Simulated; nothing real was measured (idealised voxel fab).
Presented below is a process module, voxel tone inversion.
The cross-section on display is named cut; it measures 250 nm wide, and its cells are 5 nm squares.
Format of a cross-section: grid, square cells. Given as bands. Order: top down. Band: one or more rows of cells.
The entry gives the band's vertical extent as a top height and a bottom height in nm, then its horizontal make-up as materials from left to right, each with a width in nm. "blank" stands for empty space; a single material marked "all across" fills the band edge to edge.
A quick word on heights: they are counted from 0, and under that level the wafer as it came to us is one material throughout. The lowest band is different from the rest in having no bottom; it simply continues downward, written as in "from 0 down".
Width spec "30->40" -> top row of cells at first value, bottom row at second value, equal per-row change in between.
"no modification" -> step changed no cross-section cell.
In "Enclosed void list" the enclosed voids are listed, meaning empty spaces of 8 cells or larger without any opening to the top. The form is width x height at distance, distance from the left edge, units nm.
Past the settings on a step's line: simulator remark, on that step.
Each step line may optionally specify "overlay nm", which for a step with a mask gives the rightward distance between the mask's planned place and where it lay, a negative value indicating the leftward direction.
### The following list gives the planned process steps
1,op RECEIVE | material Si
2,op CONFORMAL_DEP | material SiN | thk nm 5
3,op DIRECTIONAL_DEP | material polySi | thk nm 15
4,op PATTERN | tone cover | mask id POSTS | material resist | width nm 15 | pitch nm 45 | thk nm 20 | overlay nm 0
5,op DIRECTIONAL_ETCH | etch materials polySi | depth nm 15
6,op STRIP | etch materials resist
7,op FILL_DEP | material SiO2 | thk nm 5
8,op CMP | height nm 20
9,op STRIP | etch materials polySi
10,op CONFORMAL_DEP | material TiN | thk nm 5
11,op FILL_DEP | material Ru | thk nm 10
12,op CMP | height nm 20
13,op CONFORMAL_DEP | material SiN | thk nm 5
### Cross-section of the wafer upon arrival, representing the state reached after step 1
  from 0 down = Si all across
  Enclosed void list: none
### Result of the module, cross-sectioned: start per above, plan per above, one error in how it was run
  from 25 to 20 = SiN all across
  from 20 to 10 = 55 of SiO2 | 5 of TiN | 5 of Ru | 5 of TiN | 30 of SiO2 | 5 of TiN | 5 of Ru | 5 of TiN | 30 of SiO2 | 5 of TiN | 5 of Ru | 5 of TiN | 30 of SiO2 | 5 of TiN | 5 of Ru | 5 of TiN | 45 of SiO2
  from 10 to 5 = 55 of SiO2 | 15 of TiN | 30 of SiO2 | 15 of TiN | 30 of SiO2 | 15 of TiN | 30 of SiO2 | 15 of TiN | 45 of SiO2
  from 5 to 0 = SiN all across
  from 0 down = Si all across
  Enclosed void list: none
Which mistake was made when the wafer was run? step 4 was processed under conditions differing from the plan, specifically as op PATTERN | tone cover | mask id POSTS | material resist | width nm 15 | pitch nm 45 | thk nm 20 | overlay nm 5
